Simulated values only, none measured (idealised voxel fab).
Herein follows the process module entitled voxel self aligned vias.
Square cell edge 5 nm, section width 180 nm, ID cut.
In what follows, cross-sections appear as grids of square cells, described through bands that run from the top down, where every band is one or more rows of cells. In this notation a band is specified by the heights of its top and bottom, in that order and in nm, after which its materials appear from left to right, each paired with its width in nm. The word "edge to edge" attached to a single material means that material fills the band from edge to edge; the word "empty" stands for empty space. Beneath 0, the wafer as received is one material, and that level is where height counting begins. The lowest band goes on downward without a bottom; it is written like "0 -> down". A width given as "30 to 40" starts at the first number in the band's top row and ends at the second number in its bottom row, shifting by an equal amount at every step from row to row. Step note "no alterations made" = no cross-section cell changed. Closed-off voids of 8+ cells (no open route to the top) go in "Sealed-off cavities", written width x height at distance from the left edge, in nm. Heads up: the bit after the settings on a step's line is the simulator's remark on that step. Each step line may optionally specify "overlay nm", which for a step with a mask gives the rightward distance between the mask's planned place and where it lay, a negative value indicating the leftward direction.
# These are the steps we planned for the process
- 1: op RECEIVE | material Si
- 2: op CONFORMAL_DEP | material SiO2 | thk nm 10
- 3: op CONFORMAL_DEP | material SiCN | thk nm 5
- 4: op DIRECTIONAL_DEP | material lowk | thk nm 25
- 5: op DIRECTIONAL_DEP | material aC | thk nm 15
- 6: op PATTERN | tone open | mask id LINES | material resist | width nm 30 | pitch nm 55 | thk nm 30 | overlay nm 0
- 7: op DIRECTIONAL_ETCH | etch materials aC | depth nm 15
- 8: op STRIP | etch materials resist
- 9: op DIRECTIONAL_ETCH | etch materials lowk | depth nm 25
- 10: op STRIP | etch materials aC
- 11: op CONFORMAL_DEP | material TiN | thk nm 5
- 12: op FILL_DEP | material Ru | thk nm 5
- 13: op CMP | height nm 40
- 14: op SELECTIVE_ETCH | etch materials W Ru TiN | depth nm 10
- 15: op FILL_DEP | material SiN | thk nm 5
- 16: op CMP | height nm 40
- 17: op DIRECTIONAL_DEP | material lowk | thk nm 20
- 18: op DIRECTIONAL_DEP | material aC | thk nm 10
- 19: op PATTERN | tone open | mask id VIAS | material resist | width nm 40 | pitch nm 55 | thk nm 30 | overlay nm 0
- 20: op DIRECTIONAL_ETCH | etch materials aC | depth nm 10
- 21: op STRIP | etch materials resist
- 22: op DIRECTIONAL_ETCH | etch materials lowk | depth nm 20
- 23: op DIRECTIONAL_ETCH | etch materials SiN | depth nm 10
- 24: op STRIP | etch materials aC
- 25: op CONFORMAL_DEP | material TiN | thk nm 5
- 26: op FILL_DEP | material Cu | thk nm 5
- 27: op CMP | height nm 60
- 28: op CONFORMAL_DEP | material SiCN | thk nm 5
# Cross-section of the wafer at receipt, which is the condition after step 1
- 0 -> down | Si edge to edge
- Sealed-off cavities: none
# Cross-sectional image of the first of two wafers at the end of the module, the run having proceeded as planned
- 65 -> 60 | SiCN edge to edge
- 60 -> 45 | lowk=40 | TiN=5 | Cu=30 | TiN=5 | lowk=15 | TiN=5 | Cu=30 | TiN=5 | lowk=45
- 45 -> 35 | lowk=40 to 45 | TiN=10 to 5 | Cu=20 | TiN=10 to 5 | lowk=15 to 25 | TiN=10 to 5 | Cu=20 | TiN=10 to 5 | lowk=45 to 50
- 35 -> 30 | lowk=45 | TiN=30 | lowk=25 | TiN=30 | lowk=50
- 30 -> 20 | lowk=45 | TiN=5 | Ru=20 | TiN=5 | lowk=25 | TiN=5 | Ru=20 | TiN=5 | lowk=50
- 20 -> 15 | lowk=45 | TiN=30 | lowk=25 | TiN=30 | lowk=50
- 15 -> 10 | SiCN edge to edge
- 10 -> 0 | SiO2 edge to edge
- 0 -> down | Si edge to edge
- Sealed-off cavities: none
# End of module, second wafer, cross-section. Started like the first, planned like the first, run with one mistake
- 65 -> 60 | SiCN edge to edge
- 60 -> 45 | lowk=40 | TiN=5 | Cu=30 | TiN=5 | lowk=15 | TiN=5 | Cu=30 | TiN=5 | lowk=45
- 45 -> 35 | lowk=40 to 45 | TiN=10 to 5 | Cu=20 | TiN=10 to 5 | lowk=15 to 25 | TiN=10 to 5 | Cu=20 | TiN=10 to 5 | lowk=45 to 50
- 35 -> 30 | lowk=45 | TiN=30 | lowk=25 | TiN=30 | lowk=50
- 30 -> 20 | lowk=45 | TiN=5 | Ru=20 | TiN=5 | lowk=25 | TiN=5 | Ru=20 | TiN=5 | lowk=50
- 20 -> 15 | lowk=45 | TiN=30 | lowk=25 | TiN=30 | lowk=50
- 15 -> 10 | SiCN edge to edge
- 10 -> 0 | Ru edge to edge
- 0 -> down | Si edge to edge
- Sealed-off cavities: none
So what did we get wrong on this run? step 2 was not run as planned; what actually ran was op CONFORMAL_DEP | material Ru | thk nm 10
At the finish, the second wafer shows more or fewer cells for some materials than the first does: Ru: 72 more; SiO2: 72 fewer
